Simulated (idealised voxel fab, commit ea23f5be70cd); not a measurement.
Process module name: voxel capacitor over wiring
This is section cut - it's 245 nm across, gridded in 5 nm square cells.
We lay out every cross-section as a grid of square cells and spell it out in bands from the top down, where one band means one or more rows of cells. Basically the band line says how high the top is and how high the bottom is, in nm, and then what's in it from left to right, every material with its width in nm. Empty space shows up as "blank", and if a single material carries "edge to edge" it runs the full band edge to edge. Heights are measured from 0, the level below which the as-received wafer is all one material; the lowest band has no bottom and continues downward, written as in "0 nm and below". A width such as "30..40" changes by the same amount from each row of cells to the next, from the band's top row to its bottom row. No cell of the cross-section changed in a step that is given as "everything unchanged". Empty spaces without an open route to the top, at least 8 cells in extent, make up the entry "Closed internal cavities"; each is given as width x height at distance, where the distance is measured from the left edge, and all are in nm. On each step's line, the part that comes after the settings is the simulator's own comment on the step. overlay nm: mask offset rightward from planned place, masked step; negative means leftward offset.

THE PLANNED PROCESS STEPS ARE ENUMERATED HEREUNDER
- 1: RECEIVE, material Si
- 2: CONFORMAL_DEP, material SiO2, thk nm 15
- 3: DIRECTIONAL_DEP, material TiN, thk nm 5
- 4: DIRECTIONAL_DEP, material Ru, thk nm 20
- 5: PATTERN, tone cover, mask id METAL_1, material resist, width nm 25, pitch nm 75, thk nm 20, overlay nm 0
- 6: DIRECTIONAL_ETCH, etch materials Ru, depth nm 20
- 7: DIRECTIONAL_ETCH, etch materials TiN, depth nm 5
- 8: STRIP, etch materials resist
- 9: CONFORMAL_DEP, material SiN, thk nm 5
- 10: FILL_DEP, material lowk, thk nm 10
- 11: CMP, height nm 40
- 12: CONFORMAL_DEP, material SiCN, thk nm 5
- 13: DIRECTIONAL_DEP, material SiO2, thk nm 10
- 14: PATTERN, tone open, mask id PLUG_1, material resist, width nm 15, thk nm 20, overlay nm 0
- 15: DIRECTIONAL_ETCH, etch materials SiO2, depth nm 10
- 16: DIRECTIONAL_ETCH, etch materials SiCN, depth nm 5
- 17: STRIP, etch materials resist
- 18: CONFORMAL_DEP, material TiN, thk nm 5
- 19: FILL_DEP, material Ru, thk nm 5
- 20: CMP, height nm 55
- 21: DIRECTIONAL_DEP, material TiN, thk nm 5
- 22: DIRECTIONAL_DEP, material HfO2, thk nm 5
- 23: DIRECTIONAL_DEP, material TiN, thk nm 10
- 24: DIRECTIONAL_DEP, material aC, thk nm 10
- 25: PATTERN, tone cover, mask id UPPER_PLATE, material resist, width nm 55, thk nm 30, overlay nm 0
- 26: DIRECTIONAL_ETCH, etch materials aC, depth nm 10
- 27: STRIP, etch materials resist
- 28: DIRECTIONAL_ETCH, etch materials TiN, depth nm 10
- 29: DIRECTIONAL_ETCH, etch materials HfO2, depth nm 5
- 30: STRIP, etch materials aC
- 31: DIRECTIONAL_DEP, material aC, thk nm 15
- 32: PATTERN, tone cover, mask id LOWER_PLATE, material resist, width nm 65, thk nm 30, overlay nm 0
- 33: DIRECTIONAL_ETCH, etch materials aC, depth nm 15
- 34: STRIP, etch materials resist
- 35: DIRECTIONAL_ETCH, etch materials TiN, depth nm 5
- 36: STRIP, etch materials aC
- 37: FILL_DEP, material SiO2, thk nm 20
- 38: CMP, height nm 90
- 39: DIRECTIONAL_DEP, material aC, thk nm 10
- 40: PATTERN, tone open, mask id PLUG_2, material resist, width nm 15, thk nm 30, overlay nm 0
- 41: DIRECTIONAL_ETCH, etch materials aC, depth nm 10
- 42: STRIP, etch materials resist
- 43: DIRECTIONAL_ETCH, etch materials SiO2, depth nm 15
- 44: STRIP, etch materials aC
- 45: CONFORMAL_DEP, material TiN, thk nm 5
- 46: FILL_DEP, material Cu, thk nm 10
- 47: CMP, height nm 90
- 48: CONFORMAL_DEP, material SiCN, thk nm 5
It is noted that the wafers described herein are identical at the outset and are distinguished by the thk nm of step 18; the value stated in the plan corresponds to the first wafer.

THE FIRST OF SEVERAL WAFERS IN CROSS-SECTION, EXACTLY AS IT REACHED US AFTER STEP 1
0 nm and below  Si edge to edge
Closed internal cavities: none

WHERE EACH WAFER STANDS AT THE END OF THE MODULE, A ROW APIECE: CELLS OF EACH MATERIAL GAINED (+) OR LOST (-) SINCE IT WAS RECEIVED, THEN CLOSED VOIDS
thk nm 5; +2 Cu; +11 HfO2; +42 Ru; +95 SiCN; +55 SiN; +527 SiO2; +59 TiN; +140 lowk; Closed internal cavities: none
thk nm 10; +2 Cu; +11 HfO2; +40 Ru; +95 SiCN; +55 SiN; +527 SiO2; +61 TiN; +140 lowk; Closed internal cavities: none
thk nm 15; +2 Cu; +11 HfO2; +40 Ru; +95 SiCN; +55 SiN; +527 SiO2; +61 TiN; +140 lowk; Closed internal cavities: none
thk nm 20; +2 Cu; +11 HfO2; +40 Ru; +95 SiCN; +55 SiN; +527 SiO2; +61 TiN; +140 lowk; Closed internal cavities: none
